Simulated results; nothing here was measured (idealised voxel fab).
process module | voxel gate over fins
cross-section cut | 170 nm wide | cells 5 nm
A cross-section is a grid of square cells, given in bands from the top down. A band is one or more rows of cells.
Each band's line starts with the height of the band's top and of its bottom, in nm. Then come its materials from left to right, each with its width in nm. One material with "throughout" fills the band from edge to edge. "air" is empty space.
Height 0 is the level under which the wafer as received is all one material. The lowest band goes on downwards, as in "0 down".
A width such as "30 to 40" changes by the same amount from each row of cells to the next, from the band's top row to its bottom row.
"no change" after a step means that no cell of the cross-section changed.
closed voids: empty space of 8 cells or more with no open way to the top, each as width x height at its distance from the left edge, in nm
after a step's settings: what the simulator itself notes on the step
overlay nm, on a step with a mask: how far to the right of its planned place the mask lay; to the left if negative
plan
1 op RECEIVE | material Si
2 op CONFORMAL_DEP | material SiN | thk nm 10
3 op DIRECTIONAL_DEP | material aC | thk nm 15
4 op PATTERN | tone cover | mask id FINS | material resist | width nm 15 | pitch nm 45 | thk nm 30 | overlay nm 0
5 op DIRECTIONAL_ETCH | etch materials aC | depth nm 15
6 op STRIP | etch materials resist
7 op DIRECTIONAL_ETCH | etch materials SiN | depth nm 10
8 op DIRECTIONAL_ETCH | etch materials Si | depth nm 40
9 op STRIP | etch materials aC
10 op FILL_DEP | material SiO2 | thk nm 10
11 op CMP | height nm 10
12 op SELECTIVE_ETCH | etch materials SiO2 | depth nm 25
13 op STRIP | etch materials SiN
14 op CONFORMAL_DEP | material HfO2 | thk nm 5
15 op CONFORMAL_DEP | material TiN | thk nm 5
16 op CONFORMAL_DEP | material TiAl | thk nm 5
17 op CONFORMAL_DEP | material TiN | thk nm 5
18 op FILL_DEP | material W | thk nm 15
19 op CMP | height nm 30
20 op CONFORMAL_DEP | material SiCN | thk nm 10
as received, after step 1
  0 down: Si throughout
  closed voids: none
a wafer at the end: this start, this plan, one mistake
  40 to 30: SiCN throughout
  30 to 20: W throughout
  20 to 15: W 35 | TiN 100 | W 35
  15 to 10: W 35 | TiN 5 | TiAl 90 | TiN 5 | W 35
  10 to 5: W 35 | TiN 5 | TiAl 5 | TiN 35 | TiAl 10 | TiN 35 | TiAl 5 | TiN 5 | W 35
  5 to 0: TiN 40 | TiAl 5 | TiN 5 | HfO2 25 | TiN 5 | TiAl 10 | TiN 5 | HfO2 25 | TiN 5 | TiAl 5 | TiN 40
  0 to -5: TiAl 45 | TiN 5 | HfO2 5 | Si 15 | HfO2 5 | TiN 5 | TiAl 10 | TiN 5 | HfO2 5 | Si 15 | HfO2 5 | TiN 5 | TiAl 45
  -5 to -10: TiN 40 | TiAl 5 | TiN 5 | HfO2 5 | Si 15 | HfO2 5 | TiN 5 | TiAl 10 | TiN 5 | HfO2 5 | Si 15 | HfO2 5 | TiN 5 | TiAl 5 | TiN 40
  -10 to -15: HfO2 35 | TiN 5 | TiAl 5 | TiN 5 | HfO2 5 | Si 15 | HfO2 5 | TiN 5 | TiAl 10 | TiN 5 | HfO2 5 | Si 15 | HfO2 5 | TiN 5 | TiAl 5 | TiN 5 | HfO2 35
  -15 to -20: SiO2 30 | HfO2 5 | TiN 15 | HfO2 5 | Si 15 | HfO2 5 | TiN 20 | HfO2 5 | Si 15 | HfO2 5 | TiN 15 | HfO2 5 | SiO2 30
  -20 to -25: SiO2 30 | HfO2 25 | Si 15 | HfO2 30 | Si 15 | HfO2 25 | SiO2 30
  -25 to -40: SiO2 55 | Si 15 | SiO2 30 | Si 15 | SiO2 55
  -40 down: Si throughout
  closed voids: none
what went wrong: steps 12 and 13 were swapped
